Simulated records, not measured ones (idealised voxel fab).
process module | voxel wiring stack
cross-section cut | 170 nm wide | cells 5 nm
A cross-section is a grid of square cells, given in bands from the top down. A band is one or more rows of cells.
Each band's line starts with the height of the band's top and of its bottom, in nm. Then come its materials from left to right, each with its width in nm. One material with "throughout" fills the band from edge to edge. "air" is empty space.
Height 0 is the level under which the wafer as received is all one material. The lowest band goes on downwards, as in "0 down".
A width such as "30 to 40" changes by the same amount from each row of cells to the next, from the band's top row to its bottom row.
"no change" after a step means that no cell of the cross-section changed.
closed voids: empty space of 8 cells or more with no open way to the top, each as width x height at its distance from the left edge, in nm
after a step's settings: what the simulator itself notes on the step
overlay nm, on a step with a mask: how far to the right of its planned place the mask lay; to the left if negative
plan
1 op RECEIVE | material Si
2 op CONFORMAL_DEP | material SiO2 | thk nm 10
3 op DIRECTIONAL_DEP | material TiN | thk nm 5
4 op DIRECTIONAL_DEP | material W | thk nm 20
5 op PATTERN | tone cover | mask id METAL_1 | material resist | width nm 20 | pitch nm 35 | thk nm 15 | overlay nm 0
6 op DIRECTIONAL_ETCH | etch materials W | depth nm 20
7 op DIRECTIONAL_ETCH | etch materials TiN | depth nm 5
8 op STRIP | etch materials resist
9 op CONFORMAL_DEP | material SiN | thk nm 5
10 op FILL_DEP | material lowk | thk nm 10
11 op CMP | height nm 35
12 op CONFORMAL_DEP | material SiCN | thk nm 5
13 op DIRECTIONAL_DEP | material SiO2 | thk nm 10
14 op DIRECTIONAL_DEP | material aC | thk nm 10
15 op PATTERN | tone open | mask id PLUG_1 | material resist | width nm 15 | pitch nm 35 | thk nm 25 | overlay nm 0
16 op DIRECTIONAL_ETCH | etch materials aC | depth nm 10
17 op STRIP | etch materials resist
18 op DIRECTIONAL_ETCH | etch materials SiO2 | depth nm 10
19 op DIRECTIONAL_ETCH | etch materials SiCN | depth nm 5
20 op STRIP | etch materials aC
21 op CONFORMAL_DEP | material TiN | thk nm 5
22 op FILL_DEP | material Ru | thk nm 5
23 op CMP | height nm 50
24 op DIRECTIONAL_DEP | material TiN | thk nm 5
25 op DIRECTIONAL_DEP | material Ru | thk nm 15
26 op MASKED_ETCH | tone cover | mask id METAL_2 | width nm 20 | pitch nm 35 | etch materials Ru | depth nm 15 | overlay nm 0
27 op MASKED_ETCH | tone cover | mask id METAL_2 | width nm 20 | pitch nm 35 | etch materials TiN | depth nm 5 | overlay nm 0
28 op FILL_DEP | material SiO2 | thk nm 5
29 op CMP | height nm 70
30 op CONFORMAL_DEP | material SiCN | thk nm 5
31 op DIRECTIONAL_DEP | material SiO2 | thk nm 20
32 op DIRECTIONAL_DEP | material aC | thk nm 15
33 op PATTERN | tone open | mask id PLUG_2 | material resist | width nm 15 | pitch nm 35 | thk nm 35 | overlay nm 0
34 op DIRECTIONAL_ETCH | etch materials aC | depth nm 15
35 op STRIP | etch materials resist
36 op DIRECTIONAL_ETCH | etch materials SiO2 | depth nm 20
37 op DIRECTIONAL_ETCH | etch materials SiCN | depth nm 5
38 op STRIP | etch materials aC
39 op CONFORMAL_DEP | material TiN | thk nm 5
40 op FILL_DEP | material Ru | thk nm 5
41 op CMP | height nm 95
42 op DIRECTIONAL_DEP | material TiN | thk nm 5
43 op DIRECTIONAL_DEP | material W | thk nm 15
44 op MASKED_ETCH | tone cover | mask id METAL_3 | width nm 20 | pitch nm 35 | etch materials W | depth nm 15 | overlay nm 0
45 op MASKED_ETCH | tone cover | mask id METAL_3 | width nm 20 | pitch nm 35 | etch materials TiN | depth nm 5 | overlay nm 0
46 op FILL_DEP | material SiO2 | thk nm 10
47 op CMP | height nm 115
48 op CONFORMAL_DEP | material SiN | thk nm 5
first wafer, as planned
as received, after step 1
  0 down: Si throughout
  closed voids: none
after step 2
  10 to 0: SiO2 throughout
  below 0: unchanged
after step 3
  15 to 10: TiN throughout
  below 10: unchanged
after step 4
  35 to 15: W throughout
  below 15: unchanged
after step 5
  50 to 35: air 55 | resist 20 | air 15 | resist 20 | air 60
  below 35: unchanged
after step 6
  50 to 35: air 55 | resist 20 | air 15 | resist 20 | air 60
  35 to 15: air 55 | W 20 | air 15 | W 20 | air 60
  below 15: unchanged
after step 7
  50 to 35: air 55 | resist 20 | air 15 | resist 20 | air 60
  35 to 15: air 55 | W 20 | air 15 | W 20 | air 60
  15 to 10: air 55 | TiN 20 | air 15 | TiN 20 | air 60
  below 10: unchanged
after step 8
  35 to 15: air 55 | W 20 | air 15 | W 20 | air 60
  below 15: unchanged
after step 9
  40 to 35: air 50 | SiN 30 | air 5 | SiN 30 | air 55
  35 to 15: air 50 | SiN 5 | W 20 | SiN 5 | air 5 | SiN 5 | W 20 | SiN 5 | air 55
  15 to 10: SiN 55 | TiN 20 | SiN 15 | TiN 20 | SiN 60
  below 10: unchanged
after step 10
  50 to 40: lowk throughout
  40 to 35: lowk 50 | SiN 30 | lowk 5 | SiN 30 | lowk 55
  35 to 15: lowk 50 | SiN 5 | W 20 | SiN 5 | lowk 5 | SiN 5 | W 20 | SiN 5 | lowk 55
  below 15: unchanged
after step 11
  35 to 15: lowk 50 | SiN 5 | W 20 | SiN 5 | lowk 5 | SiN 5 | W 20 | SiN 5 | lowk 55
  below 15: unchanged
after step 12
  40 to 35: SiCN throughout
  below 35: unchanged
after step 13
  50 to 40: SiO2 throughout
  below 40: unchanged
after step 14
  60 to 50: aC throughout
  below 50: unchanged
after step 15
  85 to 60: resist 55 | air 15 | resist 20 | air 15 | resist 65
  below 60: unchanged
after step 16
  75 to 60: resist 55 | air 15 | resist 20 | air 15 | resist 65
  60 to 50: aC 55 | air 15 | aC 20 | air 15 | aC 65
  below 50: unchanged
after step 17
  60 to 50: aC 55 | air 15 | aC 20 | air 15 | aC 65
  below 50: unchanged
after step 18
  60 to 50: aC 55 | air 15 | aC 20 | air 15 | aC 65
  50 to 40: SiO2 55 | air 15 | SiO2 20 | air 15 | SiO2 65
  below 40: unchanged
after step 19
  60 to 50: aC 55 | air 15 | aC 20 | air 15 | aC 65
  50 to 40: SiO2 55 | air 15 | SiO2 20 | air 15 | SiO2 65
  40 to 35: SiCN 55 | air 15 | SiCN 20 | air 15 | SiCN 65
  below 35: unchanged
after step 20
  50 to 40: SiO2 55 | air 15 | SiO2 20 | air 15 | SiO2 65
  below 40: unchanged
after step 21
  55 to 50: TiN 60 | air 5 | TiN 30 | air 5 | TiN 70
  50 to 40: SiO2 55 | TiN 5 | air 5 | TiN 5 | SiO2 20 | TiN 5 | air 5 | TiN 5 | SiO2 65
  40 to 35: SiCN 55 | TiN 15 | SiCN 20 | TiN 15 | SiCN 65
  below 35: unchanged
after step 22
  60 to 55: Ru throughout
  55 to 50: TiN 60 | Ru 5 | TiN 30 | Ru 5 | TiN 70
  50 to 40: SiO2 55 | TiN 5 | Ru 5 | TiN 5 | SiO2 20 | TiN 5 | Ru 5 | TiN 5 | SiO2 65
  below 40: unchanged
after step 23
  50 to 40: SiO2 55 | TiN 5 | Ru 5 | TiN 5 | SiO2 20 | TiN 5 | Ru 5 | TiN 5 | SiO2 65
  below 40: unchanged
after step 24
  55 to 50: TiN throughout
  below 50: unchanged
after step 25
  70 to 55: Ru throughout
  below 55: unchanged
after step 26
  70 to 55: air 55 | Ru 20 | air 15 | Ru 20 | air 60
  below 55: unchanged
after step 27
  70 to 55: air 55 | Ru 20 | air 15 | Ru 20 | air 60
  55 to 50: air 55 | TiN 20 | air 15 | TiN 20 | air 60
  below 50: unchanged
after step 28
  75 to 70: SiO2 throughout
  70 to 55: SiO2 55 | Ru 20 | SiO2 15 | Ru 20 | SiO2 60
  55 to 50: SiO2 55 | TiN 20 | SiO2 15 | TiN 20 | SiO2 60
  below 50: unchanged
after step 29
  70 to 55: SiO2 55 | Ru 20 | SiO2 15 | Ru 20 | SiO2 60
  below 55: unchanged
after step 30
  75 to 70: SiCN throughout
  below 70: unchanged
after step 31
  95 to 75: SiO2 throughout
  below 75: unchanged
after step 32
  110 to 95: aC throughout
  below 95: unchanged
after step 33
  145 to 110: resist 55 | air 15 | resist 20 | air 15 | resist 65
  below 110: unchanged
after step 34
  130 to 110: resist 55 | air 15 | resist 20 | air 15 | resist 65
  110 to 95: aC 55 | air 15 | aC 20 | air 15 | aC 65
  below 95: unchanged
after step 35
  110 to 95: aC 55 | air 15 | aC 20 | air 15 | aC 65
  below 95: unchanged
after step 36
  110 to 95: aC 55 | air 15 | aC 20 | air 15 | aC 65
  95 to 75: SiO2 55 | air 15 | SiO2 20 | air 15 | SiO2 65
  below 75: unchanged
after step 37
  110 to 95: aC 55 | air 15 | aC 20 | air 15 | aC 65
  95 to 75: SiO2 55 | air 15 | SiO2 20 | air 15 | SiO2 65
  75 to 70: SiCN 55 | air 15 | SiCN 20 | air 15 | SiCN 65
  below 70: unchanged
after step 38
  95 to 75: SiO2 55 | air 15 | SiO2 20 | air 15 | SiO2 65
  below 75: unchanged
after step 39
  100 to 95: TiN 60 | air 5 | TiN 30 | air 5 | TiN 70
  95 to 75: SiO2 55 | TiN 5 | air 5 | TiN 5 | SiO2 20 | TiN 5 | air 5 | TiN 5 | SiO2 65
  75 to 70: SiCN 55 | TiN 15 | SiCN 20 | TiN 15 | SiCN 65
  below 70: unchanged
after step 40
  105 to 100: Ru throughout
  100 to 95: TiN 60 | Ru 5 | TiN 30 | Ru 5 | TiN 70
  95 to 75: SiO2 55 | TiN 5 | Ru 5 | TiN 5 | SiO2 20 | TiN 5 | Ru 5 | TiN 5 | SiO2 65
  below 75: unchanged
after step 41
  95 to 75: SiO2 55 | TiN 5 | Ru 5 | TiN 5 | SiO2 20 | TiN 5 | Ru 5 | TiN 5 | SiO2 65
  below 75: unchanged
after step 42
  100 to 95: TiN throughout
  below 95: unchanged
after step 43
  115 to 100: W throughout
  below 100: unchanged
after step 44
  115 to 100: air 55 | W 20 | air 15 | W 20 | air 60
  below 100: unchanged
after step 45
  115 to 100: air 55 | W 20 | air 15 | W 20 | air 60
  100 to 95: air 55 | TiN 20 | air 15 | TiN 20 | air 60
  below 95: unchanged
after step 46
  125 to 115: SiO2 throughout
  115 to 100: SiO2 55 | W 20 | SiO2 15 | W 20 | SiO2 60
  100 to 95: SiO2 55 | TiN 20 | SiO2 15 | TiN 20 | SiO2 60
  below 95: unchanged
after step 47
  115 to 100: SiO2 55 | W 20 | SiO2 15 | W 20 | SiO2 60
  below 100: unchanged
after step 48
  120 to 115: SiN throughout
  below 115: unchanged
second wafer: like start, like plan, one mistake. Through step 14 it matches the first wafer
when step 15 should have ended
  85 to 60: resist 55 | air 20 | resist 15 | air 20 | resist 60
  below 60: unchanged
when step 16 should have ended
  75 to 60: resist 55 | air 20 | resist 15 | air 20 | resist 60
  60 to 50: aC 55 | air 20 | aC 15 | air 20 | aC 60
  below 50: unchanged
when step 17 should have ended
  60 to 50: aC 55 | air 20 | aC 15 | air 20 | aC 60
  below 50: unchanged
when step 18 should have ended
  60 to 50: aC 55 | air 20 | aC 15 | air 20 | aC 60
  50 to 40: SiO2 55 | air 20 | SiO2 15 | air 20 | SiO2 60
  below 40: unchanged
when step 19 should have ended
  60 to 50: aC 55 | air 20 | aC 15 | air 20 | aC 60
  50 to 40: SiO2 55 | air 20 | SiO2 15 | air 20 | SiO2 60
  40 to 35: SiCN 55 | air 20 | SiCN 15 | air 20 | SiCN 60
  below 35: unchanged
when step 20 should have ended
  50 to 40: SiO2 55 | air 20 | SiO2 15 | air 20 | SiO2 60
  below 40: unchanged
when step 21 should have ended
  55 to 50: TiN 60 | air 10 | TiN 25 | air 10 | TiN 65
  50 to 40: SiO2 55 | TiN 5 | air 10 | TiN 5 | SiO2 15 | TiN 5 | air 10 | TiN 5 | SiO2 60
  40 to 35: SiCN 55 | TiN 20 | SiCN 15 | TiN 20 | SiCN 60
  below 35: unchanged
when step 22 should have ended
  60 to 55: Ru throughout
  55 to 50: TiN 60 | Ru 10 | TiN 25 | Ru 10 | TiN 65
  50 to 40: SiO2 55 | TiN 5 | Ru 10 | TiN 5 | SiO2 15 | TiN 5 | Ru 10 | TiN 5 | SiO2 60
  below 40: unchanged
when step 23 should have ended
  50 to 40: SiO2 55 | TiN 5 | Ru 10 | TiN 5 | SiO2 15 | TiN 5 | Ru 10 | TiN 5 | SiO2 60
  below 40: unchanged
when step 24 should have ended
  55 to 50: TiN throughout
  below 50: unchanged
when step 25 should have ended
  70 to 55: Ru throughout
  below 55: unchanged
when step 26 should have ended
  70 to 55: air 55 | Ru 20 | air 15 | Ru 20 | air 60
  below 55: unchanged
when step 27 should have ended
  70 to 55: air 55 | Ru 20 | air 15 | Ru 20 | air 60
  55 to 50: air 55 | TiN 20 | air 15 | TiN 20 | air 60
  below 50: unchanged
when step 28 should have ended
  75 to 70: SiO2 throughout
  70 to 55: SiO2 55 | Ru 20 | SiO2 15 | Ru 20 | SiO2 60
  55 to 50: SiO2 55 | TiN 20 | SiO2 15 | TiN 20 | SiO2 60
  below 50: unchanged
when step 29 should have ended
  70 to 55: SiO2 55 | Ru 20 | SiO2 15 | Ru 20 | SiO2 60
  below 55: unchanged
when step 30 should have ended
  75 to 70: SiCN throughout
  below 70: unchanged
when step 31 should have ended
  95 to 75: SiO2 throughout
  below 75: unchanged
when step 32 should have ended
  110 to 95: aC throughout
  below 95: unchanged
when step 33 should have ended
  145 to 110: resist 55 | air 15 | resist 20 | air 15 | resist 65
  below 110: unchanged
when step 34 should have ended
  130 to 110: resist 55 | air 15 | resist 20 | air 15 | resist 65
  110 to 95: aC 55 | air 15 | aC 20 | air 15 | aC 65
  below 95: unchanged
when step 35 should have ended
  110 to 95: aC 55 | air 15 | aC 20 | air 15 | aC 65
  below 95: unchanged
when step 36 should have ended
  110 to 95: aC 55 | air 15 | aC 20 | air 15 | aC 65
  95 to 75: SiO2 55 | air 15 | SiO2 20 | air 15 | SiO2 65
  below 75: unchanged
when step 37 should have ended
  110 to 95: aC 55 | air 15 | aC 20 | air 15 | aC 65
  95 to 75: SiO2 55 | air 15 | SiO2 20 | air 15 | SiO2 65
  75 to 70: SiCN 55 | air 15 | SiCN 20 | air 15 | SiCN 65
  below 70: unchanged
when step 38 should have ended
  95 to 75: SiO2 55 | air 15 | SiO2 20 | air 15 | SiO2 65
  below 75: unchanged
when step 39 should have ended
  100 to 95: TiN 60 | air 5 | TiN 30 | air 5 | TiN 70
  95 to 75: SiO2 55 | TiN 5 | air 5 | TiN 5 | SiO2 20 | TiN 5 | air 5 | TiN 5 | SiO2 65
  75 to 70: SiCN 55 | TiN 15 | SiCN 20 | TiN 15 | SiCN 65
  below 70: unchanged
when step 40 should have ended
  105 to 100: Ru throughout
  100 to 95: TiN 60 | Ru 5 | TiN 30 | Ru 5 | TiN 70
  95 to 75: SiO2 55 | TiN 5 | Ru 5 | TiN 5 | SiO2 20 | TiN 5 | Ru 5 | TiN 5 | SiO2 65
  below 75: unchanged
when step 41 should have ended
  95 to 75: SiO2 55 | TiN 5 | Ru 5 | TiN 5 | SiO2 20 | TiN 5 | Ru 5 | TiN 5 | SiO2 65
  below 75: unchanged
when step 42 should have ended
  100 to 95: TiN throughout
  below 95: unchanged
when step 43 should have ended
  115 to 100: W throughout
  below 100: unchanged
when step 44 should have ended
  115 to 100: air 55 | W 20 | air 15 | W 20 | air 60
  below 100: unchanged
when step 45 should have ended
  115 to 100: air 55 | W 20 | air 15 | W 20 | air 60
  100 to 95: air 55 | TiN 20 | air 15 | TiN 20 | air 60
  below 95: unchanged
when step 46 should have ended
  125 to 115: SiO2 throughout
  115 to 100: SiO2 55 | W 20 | SiO2 15 | W 20 | SiO2 60
  100 to 95: SiO2 55 | TiN 20 | SiO2 15 | TiN 20 | SiO2 60
  below 95: unchanged
when step 47 should have ended
  115 to 100: SiO2 55 | W 20 | SiO2 15 | W 20 | SiO2 60
  below 100: unchanged
when step 48 should have ended
  120 to 115: SiN throughout
  below 115: unchanged
what went wrong: step 15 ran as: op PATTERN | tone open | mask id PLUG_1 | material resist | width nm 20 | pitch nm 35 | thk nm 25 | overlay nm 0
at the end the second wafer has, in cells: 4 more of Ru | 2 fewer of SiCN | 4 fewer of SiO2 | 2 more of TiN
